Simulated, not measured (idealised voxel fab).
Documented hereafter: the process module known as voxel transistor to metal.
The cross-section on display is named cut; it measures 280 nm wide, and its cells are 5 nm squares.
How to read a cross-section here: the picture is a grid of square cells, written as bands going from the top down, and any band can span one or more rows of cells.
Per band: top height and bottom height in nm, followed by the left-to-right materials and their widths in nm; "throughout" marks a single material spanning edge to edge, "blank" marks empty space.
For the purposes of this specification, 0 denotes the height below which the wafer in its as-received condition is composed wholly of one material, and the lowermost band, lacking a lower limit, extends downward without end, as expressed in "0..down".
The width entry "30 to 40" should be interpreted row by row: the top row of cells in the band takes the first number, the bottom row takes the second number, and the change between adjacent rows is uniform throughout.
What does "remained unchanged" mean for a step? It means no cell of the cross-section changed in that step.
Closed-off voids of 8+ cells (no open route to the top) go in "closed voids", written width x height at distance from the left edge, in nm.
What comes after the settings on a step's line is commentary from the simulator itself on that step.
You can add "overlay nm" to a step's line. For a step with a mask, it describes how far the mask lay to the right of its planned position, and a negative number describes a lay to the left.
Here's what the planned process steps look like:
1 RECEIVE: material Si
2 OXIDIZE: depth nm 5
3 CONFORMAL_DEP: material SiN, thk nm 10
4 MASKED_ETCH: tone cover, mask id ACTIVE, width nm 105, pitch nm 125, etch materials SiN, depth nm 10, overlay nm 0
5 MASKED_ETCH: tone cover, mask id ACTIVE, width nm 105, pitch nm 125, etch materials SiO2, depth nm 5, overlay nm 0
6 MASKED_ETCH: tone cover, mask id ACTIVE, width nm 105, pitch nm 125, etch materials Si, depth nm 35, overlay nm 0
7 FILL_DEP: material SiO2, thk nm 5
8 CMP: height nm 10
9 SELECTIVE_ETCH: etch materials SiO2, depth nm 10
10 STRIP: etch materials SiN
11 SELECTIVE_ETCH: etch materials SiO2, depth nm 5
12 OXIDIZE: depth nm 5
13 DIRECTIONAL_DEP: material polySi, thk nm 20
14 DIRECTIONAL_DEP: material SiCN, thk nm 15
15 PATTERN: tone cover, mask id GATE, material resist, width nm 25, pitch nm 125, thk nm 15, overlay nm 0
16 DIRECTIONAL_ETCH: etch materials SiCN, depth nm 25
17 DIRECTIONAL_ETCH: etch materials polySi, depth nm 30
18 STRIP: etch materials resist
19 CONFORMAL_DEP: material SiO2, thk nm 5
20 DIRECTIONAL_ETCH: etch materials SiO2, depth nm 5
21 CONFORMAL_DEP: material SiN, thk nm 5
22 DIRECTIONAL_ETCH: etch materials SiN, depth nm 5
23 DIRECTIONAL_ETCH: etch materials SiO2, depth nm 5
24 DIRECTIONAL_ETCH: etch materials Si, depth nm 10
25 EPI: material SiGe, thk nm 10
26 FILL_DEP: material SiO2, thk nm 5
27 CMP: height nm 30
28 DIRECTIONAL_DEP: material SiO2, thk nm 10
29 MASKED_ETCH: tone open, mask id CONTACT, width nm 20, etch materials SiO2, depth nm 50, overlay nm 0
30 CONFORMAL_DEP: material TiN, thk nm 5
31 FILL_DEP: material W, thk nm 5
32 CMP: height nm 40
33 CONFORMAL_DEP: material SiN, thk nm 5
34 DIRECTIONAL_DEP: material lowk, thk nm 15
35 PATTERN: tone open, mask id METAL_1, material resist, width nm 20, thk nm 15, overlay nm 0
36 DIRECTIONAL_ETCH: etch materials lowk, depth nm 15
37 DIRECTIONAL_ETCH: etch materials SiN, depth nm 5
38 STRIP: etch materials resist
39 CONFORMAL_DEP: material TiN, thk nm 5
40 FILL_DEP: material Cu, thk nm 5
41 CMP: height nm 60
42 CONFORMAL_DEP: material SiCN, thk nm 5
43 DIRECTIONAL_DEP: material SiO2, thk nm 30
44 MASKED_ETCH: tone open, mask id METAL_2_HOLES, width nm 15, pitch nm 125, etch materials SiO2, depth nm 30, overlay nm 0
45 MASKED_ETCH: tone open, mask id METAL_2, width nm 20, pitch nm 125, etch materials SiO2, depth nm 15, overlay nm 0
46 MASKED_ETCH: tone open, mask id METAL_2, width nm 20, pitch nm 125, etch materials SiCN, depth nm 5, overlay nm 0
47 CONFORMAL_DEP: material TiN, thk nm 5
48 FILL_DEP: material Cu, thk nm 5
49 CMP: height nm 95
50 CONFORMAL_DEP: material SiCN, thk nm 5
The cross-section here shows the wafer as received, i.e. in its state after step 1:
    0..down = Si throughout
    closed voids: none
The following cross-section depicts the wafer upon conclusion of the module. Processing commenced from the starting condition illustrated above and adhered to the plan illustrated above, save for one mistake in execution:
    100..95 = SiCN throughout
    95..85 = 30 of SiO2, then 5 of TiN, then 10 of Cu, then 5 of TiN, then 105 of SiO2, then 5 of TiN, then 10 of Cu, then 5 of TiN, then 105 of SiO2
    85..80 = 30 of SiO2, then 5 of TiN, then 5 of Cu, then 10 of TiN, then 105 of SiO2, then 5 of TiN, then 5 of Cu, then 10 of TiN, then 105 of SiO2
    80..65 = 30 of SiO2, then 5 of TiN, then 5 of Cu, then 5 of TiN, then 110 of SiO2, then 5 of TiN, then 5 of Cu, then 5 of TiN, then 110 of SiO2
    65..60 = 30 of SiCN, then 15 of TiN, then 110 of SiCN, then 15 of TiN, then 110 of SiCN
    60..45 = 30 of lowk, then 5 of TiN, then 10 of Cu, then 5 of TiN, then 55 of lowk, then 5 of TiN, then 10 of Cu, then 5 of TiN, then 30 of lowk, then 5 of TiN, then 10 of Cu, then 5 of TiN, then 55 of lowk, then 5 of TiN, then 10 of Cu, then 5 of TiN, then 30 of lowk
    45..40 = 30 of SiN, then 20 of TiN, then 55 of SiN, then 20 of TiN, then 30 of SiN, then 20 of TiN, then 55 of SiN, then 20 of TiN, then 30 of SiN
    40..30 = 30 of SiO2, then 5 of TiN, then 10 of SiN, then 5 of TiN, then 55 of SiO2, then 5 of TiN, then 10 of SiN, then 5 of TiN, then 30 of SiO2, then 5 of TiN, then 10 of SiN, then 5 of TiN, then 55 of SiO2, then 5 of TiN, then 10 of SiN, then 5 of TiN, then 30 of SiO2
    30..15 = 30 of SiO2, then 5 of TiN, then 10 of SiN, then 5 of TiN, then 5 of SiO2, then 5 of SiN, then 5 of SiO2, then 25 of SiCN, then 5 of SiO2, then 5 of SiN, then 5 of SiO2, then 5 of TiN, then 10 of SiN, then 5 of TiN, then 30 of SiO2, then 5 of TiN, then 10 of SiN, then 5 of TiN, then 5 of SiO2, then 5 of SiN, then 5 of SiO2, then 25 of SiCN, then 5 of SiO2, then 5 of SiN, then 5 of SiO2, then 5 of TiN, then 10 of SiN, then 5 of TiN, then 30 of SiO2
    15..5 = 30 of SiO2, then 5 of TiN, then 10 of SiN, then 5 of TiN, then 5 of SiO2, then 5 of SiN, then 5 of SiO2, then 25 of polySi, then 5 of SiO2, then 5 of SiN, then 5 of SiO2, then 5 of TiN, then 10 of SiN, then 5 of TiN, then 30 of SiO2, then 5 of TiN, then 10 of SiN, then 5 of TiN, then 5 of SiO2, then 5 of SiN, then 5 of SiO2, then 25 of polySi, then 5 of SiO2, then 5 of SiN, then 5 of SiO2, then 5 of TiN, then 10 of SiN, then 5 of TiN, then 30 of SiO2
    5..0 = 30 of SiO2, then 5 of TiN, then 5 of SiN, then 10 of TiN, then 5 of SiO2, then 5 of SiN, then 5 of SiO2, then 25 of polySi, then 5 of SiO2, then 5 of SiN, then 5 of SiO2, then 10 of TiN, then 5 of SiN, then 5 of TiN, then 30 of SiO2, then 5 of TiN, then 5 of SiN, then 10 of TiN, then 5 of SiO2, then 5 of SiN, then 5 of SiO2, then 25 of polySi, then 5 of SiO2, then 5 of SiN, then 5 of SiO2, then 10 of TiN, then 5 of SiN, then 5 of TiN, then 30 of SiO2
    0..-5 = 30 of SiO2, then 5 of TiN, then 5 of SiN, then 5 of TiN, then 10 of SiGe, then 5 of SiN, then 5 of SiO2, then 25 of polySi, then 5 of SiO2, then 5 of SiN, then 10 of SiGe, then 5 of TiN, then 5 of SiN, then 5 of TiN, then 30 of SiO2, then 5 of TiN, then 5 of SiN, then 5 of TiN, then 10 of SiGe, then 5 of SiN, then 5 of SiO2, then 25 of polySi, then 5 of SiO2, then 5 of SiN, then 10 of SiGe, then 5 of TiN, then 5 of SiN, then 5 of TiN, then 30 of SiO2
    -5..-10 = 30 of SiO2, then 15 of TiN, then 10 of SiGe, then 45 of SiO2, then 10 of SiGe, then 15 of TiN, then 30 of SiO2, then 15 of TiN, then 10 of SiGe, then 45 of SiO2, then 10 of SiGe, then 15 of TiN, then 30 of SiO2
    -10..-20 = 25 of SiO2, then 30 of SiGe, then 45 of Si, then 30 of SiGe, then 20 of SiO2, then 30 of SiGe, then 45 of Si, then 30 of SiGe, then 25 of SiO2
    -20..-40 = 25 of SiO2, then 105 of Si, then 20 of SiO2, then 105 of Si, then 25 of SiO2
    -40..down = Si throughout
    closed voids: none
Run error: not per plan at step 31, really ran FILL_DEP: material SiN, thk nm 5
